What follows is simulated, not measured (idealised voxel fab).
process module | voxel quadruple lines
Xsec cut, 205 nm wide, square cell size 5 nm.
Each cross-section below is a grid of square cells, stated as bands in top-down order, with one or more rows of cells making up each band.
Each band's line starts with the height of the band's top and of its bottom, in nm. Then come its materials from left to right, each with its width in nm. One material with "full width" fills the band from edge to edge. "empty" is empty space.
The level at which height equals 0 is the one under which the wafer, as it arrives, is entirely one material. No lower edge exists for the bottom band, which continues downward and is notated as in "0..down".
Width spec "30 to 40" -> top row of cells at first value, bottom row at second value, equal per-row change in between.
Reading "no modification" for a step: not a cell of the cross-section changed in it.
Closed void listing: empty space of 8 cells or more with no open way to the top, each as width x height at its distance from the left edge, in nm
On a step's line, text after the settings is the simulator commenting on that step.
Each step line may optionally specify "overlay nm", which for a step with a mask gives the rightward distance between the mask's planned place and where it lay, a negative value indicating the leftward direction.
So here's the lineup of process steps we planned
1. RECEIVE (material Si)
2. CONFORMAL_DEP (material Al2O3; thk nm 5)
3. DIRECTIONAL_DEP (material Ru; thk nm 15)
4. DIRECTIONAL_DEP (material polySi; thk nm 15)
5. DIRECTIONAL_DEP (material aC; thk nm 25)
6. PATTERN (tone cover; mask id MANDREL; material resist; width nm 30; thk nm 30; overlay nm 0)
7. DIRECTIONAL_ETCH (etch materials aC; depth nm 25)
8. STRIP (etch materials resist)
9. CONFORMAL_DEP (material SiO2; thk nm 10)
10. DIRECTIONAL_ETCH (etch materials SiO2; depth nm 10)
11. STRIP (etch materials aC)
12. DIRECTIONAL_ETCH (etch materials polySi; depth nm 15)
13. STRIP (etch materials SiO2)
14. CONFORMAL_DEP (material SiCN; thk nm 10)
15. DIRECTIONAL_ETCH (etch materials SiCN; depth nm 10)
16. STRIP (etch materials polySi)
17. DIRECTIONAL_ETCH (etch materials Ru; depth nm 15)
18. STRIP (etch materials SiCN)
19. FILL_DEP (material lowk; thk nm 10)
20. CMP (height nm 20)
Wafer as received: cross-section following step 1
* 0..down = Si full width
* Closed void listing: none
Cross-sectional view of the first of the two wafers upon completion of the module, processed in accordance with the plan
* 20..5 = lowk 65, then Ru 10, then lowk 10, then Ru 10, then lowk 10, then Ru 10, then lowk 10, then Ru 10, then lowk 70
* 5..0 = Al2O3 full width
* 0..down = Si full width
* Closed void listing: none
End-of-module cross-section of the second wafer: identical starting point and process plan to the first, with one processing mistake
* 20..5 = lowk 65, then Ru 10, then lowk 10, then Ru 10, then lowk 15, then Ru 10, then lowk 10, then Ru 10, then lowk 65
* 5..0 = Al2O3 full width
* 0..down = Si full width
* Closed void listing: none
Diagnosis: step 6 changed vs plan, executed as PATTERN (tone cover; mask id MANDREL; material resist; width nm 35; thk nm 30; overlay nm 0)
If you tally the cells, the second wafer ends up with the same amount of every material as the first; it's all just sitting in different places.
